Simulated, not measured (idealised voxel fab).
A process module follows: voxel transistor to metal.
We display cut, a cross-section 270 nm in width whose square cells are each 5 nm.
Cross-section spec: square-cell grid; bands listed top down; each band is one or more rows. Quick guide to a band line: top height, bottom height (nm) up front; then every material left to right with its width in nm. Only one material and it's marked "everywhere"? Then it fills the band edge to edge. And "air" just means empty space. Height 0 is the level under which the wafer as received is all one material. The lowest band goes on downwards, as in "z 0 and below". A width given as "30->40" starts at the first number in the band's top row and ends at the second number in its bottom row, shifting by an equal amount at every step from row to row. No cell of the cross-section changed in a step that is given as "remained unchanged". Empty spaces counting at least 8 cells and having no open way to the top are listed in "Enclosed void list". The notation width x height at distance is used for each, the distance being from the left edge and all three values in nm. Text after the settings on a step's line: the simulator's own remark on that step. Regarding "overlay nm": on a step with a mask, it is the distance the mask lay to the right of its planned place; a negative value places it to the left.

# Process steps (planned)
1: op RECEIVE | material Si
2: op CONFORMAL_DEP | material SiO2 | thk nm 5
3: op CONFORMAL_DEP | material SiN | thk nm 15
4: op DIRECTIONAL_DEP | material aC | thk nm 15
5: op PATTERN | tone cover | mask id ACTIVE | material resist | width nm 105 | pitch nm 135 | thk nm 30 | overlay nm 0
6: op DIRECTIONAL_ETCH | etch materials aC | depth nm 15
7: op STRIP | etch materials resist
8: op DIRECTIONAL_ETCH | etch materials SiN | depth nm 15
9: op DIRECTIONAL_ETCH | etch materials SiO2 | depth nm 5
10: op DIRECTIONAL_ETCH | etch materials Si | depth nm 25
11: op STRIP | etch materials aC
12: op OXIDIZE | depth nm 5
13: op FILL_DEP | material SiO2 | thk nm 5
14: op CMP | height nm 20
15: op SELECTIVE_ETCH | etch materials SiO2 | depth nm 5
16: op STRIP | etch materials SiN
17: op SELECTIVE_ETCH | etch materials SiO2 | depth nm 5
18: op OXIDIZE | depth nm 5
19: op DIRECTIONAL_DEP | material polySi | thk nm 20
20: op DIRECTIONAL_DEP | material SiCN | thk nm 10
21: op MASKED_ETCH | tone cover | mask id GATE | width nm 25 | pitch nm 135 | etch materials SiCN | depth nm 20 | overlay nm 0
22: op MASKED_ETCH | tone cover | mask id GATE | width nm 25 | pitch nm 135 | etch materials polySi | depth nm 30 | overlay nm 0
23: op CONFORMAL_DEP | material SiN | thk nm 5
24: op DIRECTIONAL_ETCH | etch materials SiN | depth nm 5
25: op DIRECTIONAL_ETCH | etch materials SiO2 | depth nm 5
26: op DIRECTIONAL_ETCH | etch materials Si | depth nm 10
27: op EPI | material pSi | thk nm 15
28: op FILL_DEP | material SiO2 | thk nm 10
29: op CMP | height nm 30
30: op DIRECTIONAL_DEP | material SiO2 | thk nm 10
31: op PATTERN | tone open | mask id CONTACT | material resist | width nm 25 | thk nm 20 | overlay nm 0
32: op DIRECTIONAL_ETCH | etch materials SiO2 | depth nm 40
33: op STRIP | etch materials resist
34: op CONFORMAL_DEP | material TiN | thk nm 5
35: op FILL_DEP | material Ru | thk nm 5
36: op CMP | height nm 40
37: op CONFORMAL_DEP | material SiN | thk nm 5
38: op DIRECTIONAL_DEP | material lowk | thk nm 25
39: op PATTERN | tone open | mask id METAL_1 | material resist | width nm 15 | thk nm 20 | overlay nm 0
40: op DIRECTIONAL_ETCH | etch materials lowk | depth nm 25
41: op DIRECTIONAL_ETCH | etch materials SiN | depth nm 5
42: op STRIP | etch materials resist
43: op CONFORMAL_DEP | material TiN | thk nm 5
44: op FILL_DEP | material Ru | thk nm 5
45: op CMP | height nm 70
46: op CONFORMAL_DEP | material SiCN | thk nm 5

# Wafer cross-section on receipt, i.e. after step 1
> z 0 and below  Si everywhere
> Enclosed void list: none

# Looking at the first of two wafers in cross-section at end of module - ran to plan
> z 75 to 70  SiCN everywhere
> z 70 to 45  lowk=25, TiN=5, Ru=5, TiN=5, lowk=55, TiN=5, Ru=5, TiN=5, lowk=50, TiN=5, Ru=5, TiN=5, lowk=55, TiN=5, Ru=5, TiN=5, lowk=25
> z 45 to 40  SiN=25, TiN=15, SiN=55, TiN=15, SiN=50, TiN=15, SiN=55, TiN=15, SiN=25
> z 40 to 30  SiO2=25, TiN=5, Ru=15, TiN=5, SiO2=35, TiN=5, Ru=15, TiN=5, SiO2=50, TiN=5, Ru=15, TiN=5, SiO2=35, TiN=5, Ru=15, TiN=5, SiO2=25
> z 30 to 20  SiO2=25, TiN=5, Ru=15, TiN=5, SiN=5, SiCN=25, SiN=5, TiN=5, Ru=15, TiN=5, SiO2=50, TiN=5, Ru=15, TiN=5, SiN=5, SiCN=25, SiN=5, TiN=5, Ru=15, TiN=5, SiO2=25
> z 20 to 15  SiO2=25, TiN=5, Ru=15, TiN=5, SiN=5, polySi=25, SiN=5, TiN=5, Ru=15, TiN=5, SiO2=50, TiN=5, Ru=15, TiN=5, SiN=5, polySi=25, SiN=5, TiN=5, Ru=15, TiN=5, SiO2=25
> z 15 to 10  SiO2=25, TiN=25, SiN=5, polySi=25, SiN=5, TiN=25, SiO2=50, TiN=25, SiN=5, polySi=25, SiN=5, TiN=25, SiO2=25
> z 10 to 0  SiO2=10, SiN=5, SiO2=10, TiN=10, pSi=15, SiN=5, polySi=25, SiN=5, pSi=15, TiN=10, SiO2=10, SiN=5, SiO2=20, SiN=5, SiO2=10, TiN=10, pSi=15, SiN=5, polySi=25, SiN=5, pSi=15, TiN=10, SiO2=10, SiN=5, SiO2=10
> z 0 to -5  SiO2=15, pSi=35, SiO2=35, pSi=35, SiO2=30, pSi=35, SiO2=35, pSi=35, SiO2=15
> z -5 to -15  SiO2=20, pSi=30, Si=35, pSi=30, SiO2=40, pSi=30, Si=35, pSi=30, SiO2=20
> z -15 to -30  SiO2=20, Si=95, SiO2=40, Si=95, SiO2=20
> z -30 and below  Si everywhere
> Enclosed void list: none

# Same start, same plan as the first wafer - but one mistake in the run. Cross-section of the second of the two at the end of the module
> z 75 to 70  SiCN everywhere
> z 70 to 45  lowk=25, TiN=5, Ru=5, TiN=5, lowk=55, TiN=5, Ru=5, TiN=5, lowk=50, TiN=5, Ru=5, TiN=5, lowk=55, TiN=5, Ru=5, TiN=5, lowk=25
> z 45 to 40  SiN=25, TiN=15, SiN=55, TiN=15, SiN=50, TiN=15, SiN=55, TiN=15, SiN=25
> z 40 to 30  SiO2=25, TiN=5, Ru=15, TiN=5, SiO2=35, TiN=5, Ru=15, TiN=5, SiO2=50, TiN=5, Ru=15, TiN=5, SiO2=35, TiN=5, Ru=15, TiN=5, SiO2=25
> z 30 to 20  SiO2=25, TiN=5, Ru=15, TiN=5, SiN=5, SiCN=25, SiN=5, TiN=5, Ru=15, TiN=5, SiO2=50, TiN=5, Ru=15, TiN=5, SiN=5, SiCN=25, SiN=5, TiN=5, Ru=15, TiN=5, SiO2=25
> z 20 to 15  SiO2=25, TiN=5, Ru=15, TiN=5, SiN=5, polySi=25, SiN=5, TiN=5, Ru=15, TiN=5, SiO2=50, TiN=5, Ru=15, TiN=5, SiN=5, polySi=25, SiN=5, TiN=5, Ru=15, TiN=5, SiO2=25
> z 15 to 10  SiO2=25, TiN=25, SiN=5, polySi=25, SiN=5, TiN=25, SiO2=50, TiN=25, SiN=5, polySi=25, SiN=5, TiN=25, SiO2=25
> z 10 to 5  SiO2=10, SiN=5, SiO2=10, TiN=10, pSi=15, SiN=5, polySi=25, SiN=5, pSi=15, TiN=10, SiO2=10, SiN=5, SiO2=20, SiN=5, SiO2=10, TiN=10, pSi=15, SiN=5, polySi=25, SiN=5, pSi=15, TiN=10, SiO2=10, SiN=5, SiO2=10
> z 5 to 0  SiO2=10, SiN=5, pSi=35, SiN=5, polySi=25, SiN=5, pSi=35, SiN=5, SiO2=20, SiN=5, pSi=35, SiN=5, polySi=25, SiN=5, pSi=35, SiN=5, SiO2=10
> z 0 to -5  SiO2=10, SiN=10, pSi=30, SiO2=35, pSi=30, SiN=10, SiO2=20, SiN=10, pSi=30, SiO2=35, pSi=30, SiN=10, SiO2=10
> z -5 to -10  SiO2=25, pSi=25, Si=35, pSi=25, SiO2=50, pSi=25, Si=35, pSi=25, SiO2=25
> z -10 to -15  SiO2=20, Si=5, pSi=25, Si=35, pSi=25, Si=5, SiO2=40, Si=5, pSi=25, Si=35, pSi=25, Si=5, SiO2=20
> z -15 to -30  SiO2=20, Si=95, SiO2=40, Si=95, SiO2=20
> z -30 and below  Si everywhere
> Enclosed void list: none
What was the processing mistake? step 2 in the plan did not get run; it was skipped
Final cells, second wafer relative to first, materials higher or lower: 4 more of Si, 8 more of SiN, 8 fewer of SiO2, 8 fewer of TiN, 4 more of pSi
